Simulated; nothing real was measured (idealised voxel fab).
process module | voxel wiring stack
cross-section cut | 240 nm wide | cells 5 nm
A cross-section is a grid of square cells, given in bands from the top down. A band is one or more rows of cells.
Each band's line starts with the height of the band's top and of its bottom, in nm. Then come its materials from left to right, each with its width in nm. One material with "throughout" fills the band from edge to edge. "air" is empty space.
Height 0 is the level under which the wafer as received is all one material. The lowest band goes on downwards, as in "0 down".
A width such as "30 to 40" changes by the same amount from each row of cells to the next, from the band's top row to its bottom row.
"no change" after a step means that no cell of the cross-section changed.
closed voids: empty space of 8 cells or more with no open way to the top, each as width x height at its distance from the left edge, in nm
after a step's settings: what the simulator itself notes on the step
overlay nm, on a step with a mask: how far to the right of its planned place the mask lay; to the left if negative
Each pair below shows a cross-section before one step and the cross-section after it, down to the lowest band that changed. The line under each pair gives the step between them, with its settings. The pairs can come from different runs of this module on the same starting wafer, so a pair continues from the pair above only where its "before" says so.
before
  85 to 70: SiO2 50 | Ru 20 | SiO2 20 | Ru 20 | SiO2 20 | Ru 20 | SiO2 20 | Ru 20 | SiO2 50
  70 to 65: SiO2 50 | TiN 20 | SiO2 20 | TiN 20 | SiO2 20 | TiN 20 | SiO2 20 | TiN 20 | SiO2 50
  65 to 45: lowk 50 | Ru 15 | lowk 25 | Ru 15 | lowk 25 | Ru 15 | lowk 25 | Ru 15 | lowk 55
  45 to 40: SiCN 50 | Ru 15 | SiCN 25 | Ru 15 | SiCN 25 | Ru 15 | SiCN 25 | Ru 15 | SiCN 55
  40 to 35: SiCN 50 | TiN 20 | SiCN 20 | TiN 20 | SiCN 20 | TiN 20 | SiCN 20 | TiN 20 | SiCN 50
  35 to 15: W throughout
  15 to 0: SiO2 throughout
  0 down: Si throughout
  closed voids: none
after
  90 to 85: SiN throughout
  below 85: unchanged
  closed voids: none
the step between: op CONFORMAL_DEP | material SiN | thk nm 5
before
  15 to 0: SiO2 throughout
  0 down: Si throughout
  closed voids: none
after
  30 to 15: TiN throughout
  below 15: unchanged
  closed voids: none
the step between: op DIRECTIONAL_DEP | material TiN | thk nm 15
before: the cross-section after the pair above
after
  50 to 30: W throughout
  below 30: unchanged
  closed voids: none
the step between: op DIRECTIONAL_DEP | material W | thk nm 20
before: the cross-section after the pair above
after
  65 to 50: aC throughout
  below 50: unchanged
  closed voids: none
the step between: op DIRECTIONAL_DEP | material aC | thk nm 15
before: the cross-section after the pair above
after
  100 to 65: air 50 | resist 20 | air 20 | resist 20 | air 20 | resist 20 | air 20 | resist 20 | air 50
  below 65: unchanged
  closed voids: none
the step between: op PATTERN | tone cover | mask id METAL_1 | material resist | width nm 20 | pitch nm 40 | thk nm 35 | overlay nm 0
before: the cross-section after the pair above
after
  85 to 65: air 50 | resist 20 | air 20 | resist 20 | air 20 | resist 20 | air 20 | resist 20 | air 50
  65 to 50: air 50 | aC 20 | air 20 | aC 20 | air 20 | aC 20 | air 20 | aC 20 | air 50
  below 50: unchanged
  closed voids: none
the step between: op DIRECTIONAL_ETCH | etch materials aC | depth nm 15
before: the cross-section after the pair above
after
  65 to 50: air 50 | aC 20 | air 20 | aC 20 | air 20 | aC 20 | air 20 | aC 20 | air 50
  below 50: unchanged
  closed voids: none
the step between: op STRIP | etch materials resist
before: the cross-section after the pair above
after
  65 to 50: air 50 | aC 20 | air 20 | aC 20 | air 20 | aC 20 | air 20 | aC 20 | air 50
  50 to 30: air 50 | W 20 | air 20 | W 20 | air 20 | W 20 | air 20 | W 20 | air 50
  below 30: unchanged
  closed voids: none
the step between: op DIRECTIONAL_ETCH | etch materials W | depth nm 20
before: the cross-section after the pair above
after
  65 to 50: air 50 | aC 20 | air 20 | aC 20 | air 20 | aC 20 | air 20 | aC 20 | air 50
  50 to 30: air 50 | W 20 | air 20 | W 20 | air 20 | W 20 | air 20 | W 20 | air 50
  30 to 25: air 50 | TiN 20 | air 20 | TiN 20 | air 20 | TiN 20 | air 20 | TiN 20 | air 50
  below 25: unchanged
  closed voids: none
the step between: op DIRECTIONAL_ETCH | etch materials TiN | depth nm 5
before: the cross-section after the pair above
after
  50 to 30: air 50 | W 20 | air 20 | W 20 | air 20 | W 20 | air 20 | W 20 | air 50
  below 30: unchanged
  closed voids: none
the step between: op STRIP | etch materials aC
before: the cross-section after the pair above
after
  55 to 50: air 45 | SiCN 30 | air 10 | SiCN 30 | air 10 | SiCN 30 | air 10 | SiCN 30 | air 45
  50 to 30: air 45 | SiCN 5 | W 20 | SiCN 5 | air 10 | SiCN 5 | W 20 | SiCN 5 | air 10 | SiCN 5 | W 20 | SiCN 5 | air 10 | SiCN 5 | W 20 | SiCN 5 | air 45
  30 to 25: SiCN 50 | TiN 20 | SiCN 20 | TiN 20 | SiCN 20 | TiN 20 | SiCN 20 | TiN 20 | SiCN 50
  below 25: unchanged
  closed voids: none
the step between: op CONFORMAL_DEP | material SiCN | thk nm 5
before: the cross-section after the pair above
after
  60 to 55: lowk throughout
  55 to 50: lowk 45 | SiCN 30 | lowk 10 | SiCN 30 | lowk 10 | SiCN 30 | lowk 10 | SiCN 30 | lowk 45
  50 to 30: lowk 45 | SiCN 5 | W 20 | SiCN 5 | lowk 10 | SiCN 5 | W 20 | SiCN 5 | lowk 10 | SiCN 5 | W 20 | SiCN 5 | lowk 10 | SiCN 5 | W 20 | SiCN 5 | lowk 45
  below 30: unchanged
  closed voids: none
the step between: op FILL_DEP | material lowk | thk nm 5
before: the cross-section after the pair above
after
  40 to 30: lowk 45 | SiCN 5 | W 20 | SiCN 5 | lowk 10 | SiCN 5 | W 20 | SiCN 5 | lowk 10 | SiCN 5 | W 20 | SiCN 5 | lowk 10 | SiCN 5 | W 20 | SiCN 5 | lowk 45
  below 30: unchanged
  closed voids: none
the step between: op CMP | height nm 40
before: the cross-section after the pair above
after
  45 to 40: SiCN throughout
  below 40: unchanged
  closed voids: none
the step between: op CONFORMAL_DEP | material SiCN | thk nm 5
before: the cross-section after the pair above
after
  65 to 45: lowk throughout
  below 45: unchanged
  closed voids: none
the step between: op DIRECTIONAL_DEP | material lowk | thk nm 20
before: the cross-section after the pair above
after
  80 to 65: aC throughout
  below 65: unchanged
  closed voids: none
the step between: op DIRECTIONAL_DEP | material aC | thk nm 15
before: the cross-section after the pair above
after
  110 to 80: resist 50 | air 15 | resist 25 | air 15 | resist 25 | air 15 | resist 25 | air 15 | resist 55
  below 80: unchanged
  closed voids: none
the step between: op PATTERN | tone open | mask id PLUG_1 | material resist | width nm 15 | pitch nm 40 | thk nm 30 | overlay nm 0
before: the cross-section after the pair above
after
  95 to 80: resist 50 | air 15 | resist 25 | air 15 | resist 25 | air 15 | resist 25 | air 15 | resist 55
  80 to 65: aC 50 | air 15 | aC 25 | air 15 | aC 25 | air 15 | aC 25 | air 15 | aC 55
  below 65: unchanged
  closed voids: none
the step between: op DIRECTIONAL_ETCH | etch materials aC | depth nm 15
before: the cross-section after the pair above
after
  80 to 65: aC 50 | air 15 | aC 25 | air 15 | aC 25 | air 15 | aC 25 | air 15 | aC 55
  below 65: unchanged
  closed voids: none
the step between: op STRIP | etch materials resist
before: the cross-section after the pair above
after
  80 to 65: aC 50 | air 15 | aC 25 | air 15 | aC 25 | air 15 | aC 25 | air 15 | aC 55
  65 to 45: lowk 50 | air 15 | lowk 25 | air 15 | lowk 25 | air 15 | lowk 25 | air 15 | lowk 55
  below 45: unchanged
  closed voids: none
the step between: op DIRECTIONAL_ETCH | etch materials lowk | depth nm 20
before: the cross-section after the pair above
after
  80 to 65: aC 50 | air 15 | aC 25 | air 15 | aC 25 | air 15 | aC 25 | air 15 | aC 55
  65 to 45: lowk 50 | air 15 | lowk 25 | air 15 | lowk 25 | air 15 | lowk 25 | air 15 | lowk 55
  45 to 40: SiCN 50 | air 15 | SiCN 25 | air 15 | SiCN 25 | air 15 | SiCN 25 | air 15 | SiCN 55
  below 40: unchanged
  closed voids: none
the step between: op DIRECTIONAL_ETCH | etch materials SiCN | depth nm 5
before: the cross-section after the pair above
after
  65 to 45: lowk 50 | air 15 | lowk 25 | air 15 | lowk 25 | air 15 | lowk 25 | air 15 | lowk 55
  below 45: unchanged
  closed voids: none
the step between: op STRIP | etch materials aC
before: the cross-section after the pair above
after
  65 to 50: lowk 50 | air 15 | lowk 25 | air 15 | lowk 25 | air 15 | lowk 25 | air 15 | lowk 55
  50 to 45: lowk 50 | Ru 15 | lowk 25 | Ru 15 | lowk 25 | Ru 15 | lowk 25 | Ru 15 | lowk 55
  45 to 40: SiCN 50 | Ru 15 | SiCN 25 | Ru 15 | SiCN 25 | Ru 15 | SiCN 25 | Ru 15 | SiCN 55
  below 40: unchanged
  closed voids: none
the step between: op EPI | material Ru | thk nm 10
before: the cross-section after the pair above
after
  65 to 60: lowk 50 | air 15 | lowk 25 | air 15 | lowk 25 | air 15 | lowk 25 | air 15 | lowk 55
  60 to 45: lowk 50 | Ru 15 | lowk 25 | Ru 15 | lowk 25 | Ru 15 | lowk 25 | Ru 15 | lowk 55
  below 45: unchanged
  closed voids: none
the step between: op EPI | material Ru | thk nm 10
before: the cross-section after the pair above
after
  65 to 45: lowk 50 | Ru 15 | lowk 25 | Ru 15 | lowk 25 | Ru 15 | lowk 25 | Ru 15 | lowk 55
  below 45: unchanged
  closed voids: none
the step between: op EPI | material Ru | thk nm 5
before: the cross-section after the pair above
after
  70 to 65: TiN throughout
  below 65: unchanged
  closed voids: none
the step between: op DIRECTIONAL_DEP | material TiN | thk nm 5
before: the cross-section after the pair above
after
  85 to 70: Ru throughout
  below 70: unchanged
  closed voids: none
the step between: op DIRECTIONAL_DEP | material Ru | thk nm 15
before: the cross-section after the pair above
after
  95 to 85: aC throughout
  below 85: unchanged
  closed voids: none
the step between: op DIRECTIONAL_DEP | material aC | thk nm 10
before: the cross-section after the pair above
after
  125 to 95: air 50 | resist 20 | air 20 | resist 20 | air 20 | resist 20 | air 20 | resist 20 | air 50
  below 95: unchanged
  closed voids: none
the step between: op PATTERN | tone cover | mask id METAL_2 | material resist | width nm 20 | pitch nm 40 | thk nm 30 | overlay nm 0
before: the cross-section after the pair above
after
  115 to 95: air 50 | resist 20 | air 20 | resist 20 | air 20 | resist 20 | air 20 | resist 20 | air 50
  95 to 85: air 50 | aC 20 | air 20 | aC 20 | air 20 | aC 20 | air 20 | aC 20 | air 50
  below 85: unchanged
  closed voids: none
the step between: op DIRECTIONAL_ETCH | etch materials aC | depth nm 10
before: the cross-section after the pair above
after
  95 to 85: air 50 | aC 20 | air 20 | aC 20 | air 20 | aC 20 | air 20 | aC 20 | air 50
  below 85: unchanged
  closed voids: none
the step between: op STRIP | etch materials resist
before: the cross-section after the pair above
after
  95 to 85: air 50 | aC 20 | air 20 | aC 20 | air 20 | aC 20 | air 20 | aC 20 | air 50
  85 to 70: air 50 | Ru 20 | air 20 | Ru 20 | air 20 | Ru 20 | air 20 | Ru 20 | air 50
  below 70: unchanged
  closed voids: none
the step between: op DIRECTIONAL_ETCH | etch materials Ru | depth nm 15
before: the cross-section after the pair above
after
  95 to 85: air 50 | aC 20 | air 20 | aC 20 | air 20 | aC 20 | air 20 | aC 20 | air 50
  85 to 70: air 50 | Ru 20 | air 20 | Ru 20 | air 20 | Ru 20 | air 20 | Ru 20 | air 50
  70 to 65: air 50 | TiN 20 | air 20 | TiN 20 | air 20 | TiN 20 | air 20 | TiN 20 | air 50
  below 65: unchanged
  closed voids: none
the step between: op DIRECTIONAL_ETCH | etch materials TiN | depth nm 5
before: the cross-section after the pair above
after
  85 to 70: air 50 | Ru 20 | air 20 | Ru 20 | air 20 | Ru 20 | air 20 | Ru 20 | air 50
  below 70: unchanged
  closed voids: none
the step between: op STRIP | etch materials aC
before: the cross-section after the pair above
after
  95 to 85: SiO2 throughout
  85 to 70: SiO2 50 | Ru 20 | SiO2 20 | Ru 20 | SiO2 20 | Ru 20 | SiO2 20 | Ru 20 | SiO2 50
  70 to 65: SiO2 50 | TiN 20 | SiO2 20 | TiN 20 | SiO2 20 | TiN 20 | SiO2 20 | TiN 20 | SiO2 50
  below 65: unchanged
  closed voids: none
the step between: op FILL_DEP | material SiO2 | thk nm 10
before: the cross-section after the pair above
after
  85 to 70: SiO2 50 | Ru 20 | SiO2 20 | Ru 20 | SiO2 20 | Ru 20 | SiO2 20 | Ru 20 | SiO2 50
  below 70: unchanged
  closed voids: none
the step between: op CMP | height nm 85
before: the cross-section after the pair above
after
  90 to 85: SiN throughout
  below 85: unchanged
  closed voids: none
the step between: op CONFORMAL_DEP | material SiN | thk nm 5
before
  55 to 40: aC throughout
  40 to 20: W throughout
  20 to 15: TiN throughout
  15 to 0: SiO2 throughout
  0 down: Si throughout
  closed voids: none
after
  90 to 55: air 50 | resist 25 | air 15 | resist 25 | air 15 | resist 25 | air 15 | resist 25 | air 45
  below 55: unchanged
  closed voids: none
the step between: op PATTERN | tone cover | mask id METAL_1 | material resist | width nm 25 | pitch nm 40 | thk nm 35 | overlay nm 0
before: the cross-section after the pair above
after
  75 to 55: air 50 | resist 25 | air 15 | resist 25 | air 15 | resist 25 | air 15 | resist 25 | air 45
  55 to 40: air 50 | aC 25 | air 15 | aC 25 | air 15 | aC 25 | air 15 | aC 25 | air 45
  below 40: unchanged
  closed voids: none
the step between: op DIRECTIONAL_ETCH | etch materials aC | depth nm 15
before: the cross-section after the pair above
after
  55 to 40: air 50 | aC 25 | air 15 | aC 25 | air 15 | aC 25 | air 15 | aC 25 | air 45
  below 40: unchanged
  closed voids: none
the step between: op STRIP | etch materials resist
before: the cross-section after the pair above
after
  55 to 40: air 50 | aC 25 | air 15 | aC 25 | air 15 | aC 25 | air 15 | aC 25 | air 45
  40 to 20: air 50 | W 25 | air 15 | W 25 | air 15 | W 25 | air 15 | W 25 | air 45
  below 20: unchanged
  closed voids: none
the step between: op DIRECTIONAL_ETCH | etch materials W | depth nm 20
before: the cross-section after the pair above
after
  55 to 40: air 50 | aC 25 | air 15 | aC 25 | air 15 | aC 25 | air 15 | aC 25 | air 45
  40 to 20: air 50 | W 25 | air 15 | W 25 | air 15 | W 25 | air 15 | W 25 | air 45
  20 to 15: air 50 | TiN 25 | air 15 | TiN 25 | air 15 | TiN 25 | air 15 | TiN 25 | air 45
  below 15: unchanged
  closed voids: none
the step between: op DIRECTIONAL_ETCH | etch materials TiN | depth nm 5
before: the cross-section after the pair above
after
  40 to 20: air 50 | W 25 | air 15 | W 25 | air 15 | W 25 | air 15 | W 25 | air 45
  below 20: unchanged
  closed voids: none
the step between: op STRIP | etch materials aC
before: the cross-section after the pair above
after
  45 to 40: air 45 | SiCN 35 | air 5 | SiCN 35 | air 5 | SiCN 35 | air 5 | SiCN 35 | air 40
  40 to 20: air 45 | SiCN 5 | W 25 | SiCN 5 | air 5 | SiCN 5 | W 25 | SiCN 5 | air 5 | SiCN 5 | W 25 | SiCN 5 | air 5 | SiCN 5 | W 25 | SiCN 5 | air 40
  20 to 15: SiCN 50 | TiN 25 | SiCN 15 | TiN 25 | SiCN 15 | TiN 25 | SiCN 15 | TiN 25 | SiCN 45
  below 15: unchanged
  closed voids: none
the step between: op CONFORMAL_DEP | material SiCN | thk nm 5
before: the cross-section after the pair above
after
  50 to 45: lowk throughout
  45 to 40: lowk 45 | SiCN 35 | lowk 5 | SiCN 35 | lowk 5 | SiCN 35 | lowk 5 | SiCN 35 | lowk 40
  40 to 20: lowk 45 | SiCN 5 | W 25 | SiCN 5 | lowk 5 | SiCN 5 | W 25 | SiCN 5 | lowk 5 | SiCN 5 | W 25 | SiCN 5 | lowk 5 | SiCN 5 | W 25 | SiCN 5 | lowk 40
  below 20: unchanged
  closed voids: none
the step between: op FILL_DEP | material lowk | thk nm 5
before: the cross-section after the pair above
after
  40 to 20: lowk 45 | SiCN 5 | W 25 | SiCN 5 | lowk 5 | SiCN 5 | W 25 | SiCN 5 | lowk 5 | SiCN 5 | W 25 | SiCN 5 | lowk 5 | SiCN 5 | W 25 | SiCN 5 | lowk 40
  below 20: unchanged
  closed voids: none
the step between: op CMP | height nm 40
before: the cross-section after the pair above
after
  45 to 40: SiCN throughout
  below 40: unchanged
  closed voids: none
the step between: op CONFORMAL_DEP | material SiCN | thk nm 5
before: the cross-section after the pair above
after
  65 to 45: lowk throughout
  below 45: unchanged
  closed voids: none
the step between: op DIRECTIONAL_DEP | material lowk | thk nm 20
before: the cross-section after the pair above
after
  80 to 65: aC throughout
  below 65: unchanged
  closed voids: none
the step between: op DIRECTIONAL_DEP | material aC | thk nm 15
before: the cross-section after the pair above
after
  110 to 80: resist 50 | air 15 | resist 25 | air 15 | resist 25 | air 15 | resist 25 | air 15 | resist 55
  below 80: unchanged
  closed voids: none
the step between: op PATTERN | tone open | mask id PLUG_1 | material resist | width nm 15 | pitch nm 40 | thk nm 30 | overlay nm 0
before: the cross-section after the pair above
after
  95 to 80: resist 50 | air 15 | resist 25 | air 15 | resist 25 | air 15 | resist 25 | air 15 | resist 55
  80 to 65: aC 50 | air 15 | aC 25 | air 15 | aC 25 | air 15 | aC 25 | air 15 | aC 55
  below 65: unchanged
  closed voids: none
the step between: op DIRECTIONAL_ETCH | etch materials aC | depth nm 15
before: the cross-section after the pair above
after
  80 to 65: aC 50 | air 15 | aC 25 | air 15 | aC 25 | air 15 | aC 25 | air 15 | aC 55
  below 65: unchanged
  closed voids: none
the step between: op STRIP | etch materials resist
before: the cross-section after the pair above
after
  80 to 65: aC 50 | air 15 | aC 25 | air 15 | aC 25 | air 15 | aC 25 | air 15 | aC 55
  65 to 45: lowk 50 | air 15 | lowk 25 | air 15 | lowk 25 | air 15 | lowk 25 | air 15 | lowk 55
  below 45: unchanged
  closed voids: none
the step between: op DIRECTIONAL_ETCH | etch materials lowk | depth nm 20
before: the cross-section after the pair above
after
  80 to 65: aC 50 | air 15 | aC 25 | air 15 | aC 25 | air 15 | aC 25 | air 15 | aC 55
  65 to 45: lowk 50 | air 15 | lowk 25 | air 15 | lowk 25 | air 15 | lowk 25 | air 15 | lowk 55
  45 to 40: SiCN 50 | air 15 | SiCN 25 | air 15 | SiCN 25 | air 15 | SiCN 25 | air 15 | SiCN 55
  below 40: unchanged
  closed voids: none
the step between: op DIRECTIONAL_ETCH | etch materials SiCN | depth nm 5
before: the cross-section after the pair above
after
  65 to 45: lowk 50 | air 15 | lowk 25 | air 15 | lowk 25 | air 15 | lowk 25 | air 15 | lowk 55
  below 45: unchanged
  closed voids: none
the step between: op STRIP | etch materials aC
before: the cross-section after the pair above
after
  65 to 50: lowk 50 | air 15 | lowk 25 | air 15 | lowk 25 | air 15 | lowk 25 | air 15 | lowk 55
  50 to 45: lowk 50 | Ru 15 | lowk 25 | Ru 15 | lowk 25 | Ru 15 | lowk 25 | Ru 15 | lowk 55
  45 to 40: SiCN 50 | Ru 15 | SiCN 25 | Ru 15 | SiCN 25 | Ru 15 | SiCN 25 | Ru 15 | SiCN 55
  below 40: unchanged
  closed voids: none
the step between: op EPI | material Ru | thk nm 10
before: the cross-section after the pair above
after
  65 to 60: lowk 50 | air 15 | lowk 25 | air 15 | lowk 25 | air 15 | lowk 25 | air 15 | lowk 55
  60 to 45: lowk 50 | Ru 15 | lowk 25 | Ru 15 | lowk 25 | Ru 15 | lowk 25 | Ru 15 | lowk 55
  below 45: unchanged
  closed voids: none
the step between: op EPI | material Ru | thk nm 10
before: the cross-section after the pair above
after
  65 to 45: lowk 50 | Ru 15 | lowk 25 | Ru 15 | lowk 25 | Ru 15 | lowk 25 | Ru 15 | lowk 55
  below 45: unchanged
  closed voids: none
the step between: op EPI | material Ru | thk nm 5
before: the cross-section after the pair above
after
  70 to 65: TiN throughout
  below 65: unchanged
  closed voids: none
the step between: op DIRECTIONAL_DEP | material TiN | thk nm 5
before: the cross-section after the pair above
after
  85 to 70: Ru throughout
  below 70: unchanged
  closed voids: none
the step between: op DIRECTIONAL_DEP | material Ru | thk nm 15
before: the cross-section after the pair above
after
  95 to 85: aC throughout
  below 85: unchanged
  closed voids: none
the step between: op DIRECTIONAL_DEP | material aC | thk nm 10
before: the cross-section after the pair above
after
  125 to 95: air 50 | resist 20 | air 20 | resist 20 | air 20 | resist 20 | air 20 | resist 20 | air 50
  below 95: unchanged
  closed voids: none
the step between: op PATTERN | tone cover | mask id METAL_2 | material resist | width nm 20 | pitch nm 40 | thk nm 30 | overlay nm 0
before: the cross-section after the pair above
after
  115 to 95: air 50 | resist 20 | air 20 | resist 20 | air 20 | resist 20 | air 20 | resist 20 | air 50
  95 to 85: air 50 | aC 20 | air 20 | aC 20 | air 20 | aC 20 | air 20 | aC 20 | air 50
  below 85: unchanged
  closed voids: none
the step between: op DIRECTIONAL_ETCH | etch materials aC | depth nm 10
before: the cross-section after the pair above
after
  95 to 85: air 50 | aC 20 | air 20 | aC 20 | air 20 | aC 20 | air 20 | aC 20 | air 50
  below 85: unchanged
  closed voids: none
the step between: op STRIP | etch materials resist
before: the cross-section after the pair above
after
  95 to 85: air 50 | aC 20 | air 20 | aC 20 | air 20 | aC 20 | air 20 | aC 20 | air 50
  85 to 70: air 50 | Ru 20 | air 20 | Ru 20 | air 20 | Ru 20 | air 20 | Ru 20 | air 50
  below 70: unchanged
  closed voids: none
the step between: op DIRECTIONAL_ETCH | etch materials Ru | depth nm 15
before: the cross-section after the pair above
after
  95 to 85: air 50 | aC 20 | air 20 | aC 20 | air 20 | aC 20 | air 20 | aC 20 | air 50
  85 to 70: air 50 | Ru 20 | air 20 | Ru 20 | air 20 | Ru 20 | air 20 | Ru 20 | air 50
  70 to 65: air 50 | TiN 20 | air 20 | TiN 20 | air 20 | TiN 20 | air 20 | TiN 20 | air 50
  below 65: unchanged
  closed voids: none
the step between: op DIRECTIONAL_ETCH | etch materials TiN | depth nm 5
before: the cross-section after the pair above
after
  85 to 70: air 50 | Ru 20 | air 20 | Ru 20 | air 20 | Ru 20 | air 20 | Ru 20 | air 50
  below 70: unchanged
  closed voids: none
the step between: op STRIP | etch materials aC
before: the cross-section after the pair above
after
  95 to 85: SiO2 throughout
  85 to 70: SiO2 50 | Ru 20 | SiO2 20 | Ru 20 | SiO2 20 | Ru 20 | SiO2 20 | Ru 20 | SiO2 50
  70 to 65: SiO2 50 | TiN 20 | SiO2 20 | TiN 20 | SiO2 20 | TiN 20 | SiO2 20 | TiN 20 | SiO2 50
  below 65: unchanged
  closed voids: none
the step between: op FILL_DEP | material SiO2 | thk nm 10
before: the cross-section after the pair above
after
  85 to 70: SiO2 50 | Ru 20 | SiO2 20 | Ru 20 | SiO2 20 | Ru 20 | SiO2 20 | Ru 20 | SiO2 50
  below 70: unchanged
  closed voids: none
the step between: op CMP | height nm 85
before: the cross-section after the pair above
after
  90 to 85: SiN throughout
  below 85: unchanged
  closed voids: none
the step between: op CONFORMAL_DEP | material SiN | thk nm 5
before
  80 to 65: aC throughout
  65 to 45: lowk throughout
  45 to 40: SiCN throughout
  40 to 20: lowk 45 | SiCN 5 | W 20 | SiCN 5 | lowk 10 | SiCN 5 | W 20 | SiCN 5 | lowk 10 | SiCN 5 | W 20 | SiCN 5 | lowk 10 | SiCN 5 | W 20 | SiCN 5 | lowk 45
  20 to 15: SiCN 50 | TiN 20 | SiCN 20 | TiN 20 | SiCN 20 | TiN 20 | SiCN 20 | TiN 20 | SiCN 50
  15 to 0: SiO2 throughout
  0 down: Si throughout
  closed voids: none
after
  110 to 80: resist 60 | air 15 | resist 25 | air 15 | resist 25 | air 15 | resist 25 | air 15 | resist 45
  below 80: unchanged
  closed voids: none
the step between: op PATTERN | tone open | mask id PLUG_1 | material resist | width nm 15 | pitch nm 40 | thk nm 30 | overlay nm 10
before: the cross-section after the pair above
after
  95 to 80: resist 60 | air 15 | resist 25 | air 15 | resist 25 | air 15 | resist 25 | air 15 | resist 45
  80 to 65: aC 60 | air 15 | aC 25 | air 15 | aC 25 | air 15 | aC 25 | air 15 | aC 45
  below 65: unchanged
  closed voids: none
the step between: op DIRECTIONAL_ETCH | etch materials aC | depth nm 15
before: the cross-section after the pair above
after
  80 to 65: aC 60 | air 15 | aC 25 | air 15 | aC 25 | air 15 | aC 25 | air 15 | aC 45
  below 65: unchanged
  closed voids: none
the step between: op STRIP | etch materials resist
before: the cross-section after the pair above
after
  80 to 65: aC 60 | air 15 | aC 25 | air 15 | aC 25 | air 15 | aC 25 | air 15 | aC 45
  65 to 45: lowk 60 | air 15 | lowk 25 | air 15 | lowk 25 | air 15 | lowk 25 | air 15 | lowk 45
  below 45: unchanged
  closed voids: none
the step between: op DIRECTIONAL_ETCH | etch materials lowk | depth nm 20
before: the cross-section after the pair above
after
  80 to 65: aC 60 | air 15 | aC 25 | air 15 | aC 25 | air 15 | aC 25 | air 15 | aC 45
  65 to 45: lowk 60 | air 15 | lowk 25 | air 15 | lowk 25 | air 15 | lowk 25 | air 15 | lowk 45
  45 to 40: SiCN 60 | air 15 | SiCN 25 | air 15 | SiCN 25 | air 15 | SiCN 25 | air 15 | SiCN 45
  below 40: unchanged
  closed voids: none
the step between: op DIRECTIONAL_ETCH | etch materials SiCN | depth nm 5
before: the cross-section after the pair above
after
  65 to 45: lowk 60 | air 15 | lowk 25 | air 15 | lowk 25 | air 15 | lowk 25 | air 15 | lowk 45
  below 45: unchanged
  closed voids: none
the step between: op STRIP | etch materials aC
before: the cross-section after the pair above
after
  65 to 50: lowk 60 | air 15 | lowk 25 | air 15 | lowk 25 | air 15 | lowk 25 | air 15 | lowk 45
  50 to 45: lowk 60 | Ru 15 | lowk 25 | Ru 15 | lowk 25 | Ru 15 | lowk 25 | Ru 15 | lowk 45
  45 to 40: SiCN 60 | Ru 15 | SiCN 25 | Ru 15 | SiCN 25 | Ru 15 | SiCN 25 | Ru 15 | SiCN 45
  below 40: unchanged
  closed voids: none
the step between: op EPI | material Ru | thk nm 10
before: the cross-section after the pair above
after
  65 to 60: lowk 60 | air 15 | lowk 25 | air 15 | lowk 25 | air 15 | lowk 25 | air 15 | lowk 45
  60 to 45: lowk 60 | Ru 15 | lowk 25 | Ru 15 | lowk 25 | Ru 15 | lowk 25 | Ru 15 | lowk 45
  below 45: unchanged
  closed voids: none
the step between: op EPI | material Ru | thk nm 10
before: the cross-section after the pair above
after
  65 to 45: lowk 60 | Ru 15 | lowk 25 | Ru 15 | lowk 25 | Ru 15 | lowk 25 | Ru 15 | lowk 45
  below 45: unchanged
  closed voids: none
the step between: op EPI | material Ru | thk nm 5
before: the cross-section after the pair above
after
  70 to 65: TiN throughout
  below 65: unchanged
  closed voids: none
the step between: op DIRECTIONAL_DEP | material TiN | thk nm 5
before: the cross-section after the pair above
after
  85 to 70: Ru throughout
  below 70: unchanged
  closed voids: none
the step between: op DIRECTIONAL_DEP | material Ru | thk nm 15
before: the cross-section after the pair above
after
  95 to 85: aC throughout
  below 85: unchanged
  closed voids: none
the step between: op DIRECTIONAL_DEP | material aC | thk nm 10
before: the cross-section after the pair above
after
  125 to 95: air 50 | resist 20 | air 20 | resist 20 | air 20 | resist 20 | air 20 | resist 20 | air 50
  below 95: unchanged
  closed voids: none
the step between: op PATTERN | tone cover | mask id METAL_2 | material resist | width nm 20 | pitch nm 40 | thk nm 30 | overlay nm 0
before: the cross-section after the pair above
after
  115 to 95: air 50 | resist 20 | air 20 | resist 20 | air 20 | resist 20 | air 20 | resist 20 | air 50
  95 to 85: air 50 | aC 20 | air 20 | aC 20 | air 20 | aC 20 | air 20 | aC 20 | air 50
  below 85: unchanged
  closed voids: none
the step between: op DIRECTIONAL_ETCH | etch materials aC | depth nm 10
before: the cross-section after the pair above
after
  95 to 85: air 50 | aC 20 | air 20 | aC 20 | air 20 | aC 20 | air 20 | aC 20 | air 50
  below 85: unchanged
  closed voids: none
the step between: op STRIP | etch materials resist
before: the cross-section after the pair above
after
  95 to 85: air 50 | aC 20 | air 20 | aC 20 | air 20 | aC 20 | air 20 | aC 20 | air 50
  85 to 70: air 50 | Ru 20 | air 20 | Ru 20 | air 20 | Ru 20 | air 20 | Ru 20 | air 50
  below 70: unchanged
  closed voids: none
the step between: op DIRECTIONAL_ETCH | etch materials Ru | depth nm 15
before: the cross-section after the pair above
after
  95 to 85: air 50 | aC 20 | air 20 | aC 20 | air 20 | aC 20 | air 20 | aC 20 | air 50
  85 to 70: air 50 | Ru 20 | air 20 | Ru 20 | air 20 | Ru 20 | air 20 | Ru 20 | air 50
  70 to 65: air 50 | TiN 20 | air 20 | TiN 20 | air 20 | TiN 20 | air 20 | TiN 20 | air 50
  below 65: unchanged
  closed voids: none
the step between: op DIRECTIONAL_ETCH | etch materials TiN | depth nm 5
before: the cross-section after the pair above
after
  85 to 70: air 50 | Ru 20 | air 20 | Ru 20 | air 20 | Ru 20 | air 20 | Ru 20 | air 50
  below 70: unchanged
  closed voids: none
the step between: op STRIP | etch materials aC
before: the cross-section after the pair above
after
  95 to 85: SiO2 throughout
  85 to 70: SiO2 50 | Ru 20 | SiO2 20 | Ru 20 | SiO2 20 | Ru 20 | SiO2 20 | Ru 20 | SiO2 50
  70 to 65: SiO2 50 | TiN 20 | SiO2 20 | TiN 20 | SiO2 20 | TiN 20 | SiO2 20 | TiN 20 | SiO2 50
  below 65: unchanged
  closed voids: none
the step between: op FILL_DEP | material SiO2 | thk nm 10
before: the cross-section after the pair above
after
  85 to 70: SiO2 50 | Ru 20 | SiO2 20 | Ru 20 | SiO2 20 | Ru 20 | SiO2 20 | Ru 20 | SiO2 50
  below 70: unchanged
  closed voids: none
the step between: op CMP | height nm 85
before: the cross-section after the pair above
after
  90 to 85: SiN throughout
  below 85: unchanged
  closed voids: none
the step between: op CONFORMAL_DEP | material SiN | thk nm 5
before
  65 to 45: lowk throughout
  45 to 40: SiCN throughout
  40 to 20: lowk 45 | SiCN 5 | W 20 | SiCN 5 | lowk 10 | SiCN 5 | W 20 | SiCN 5 | lowk 10 | SiCN 5 | W 20 | SiCN 5 | lowk 10 | SiCN 5 | W 20 | SiCN 5 | lowk 45
  20 to 15: SiCN 50 | TiN 20 | SiCN 20 | TiN 20 | SiCN 20 | TiN 20 | SiCN 20 | TiN 20 | SiCN 50
  15 to 0: SiO2 throughout
  0 down: Si throughout
  closed voids: none
after
  80 to 65: Ru throughout
  below 65: unchanged
  closed voids: none
the step between: op DIRECTIONAL_DEP | material Ru | thk nm 15
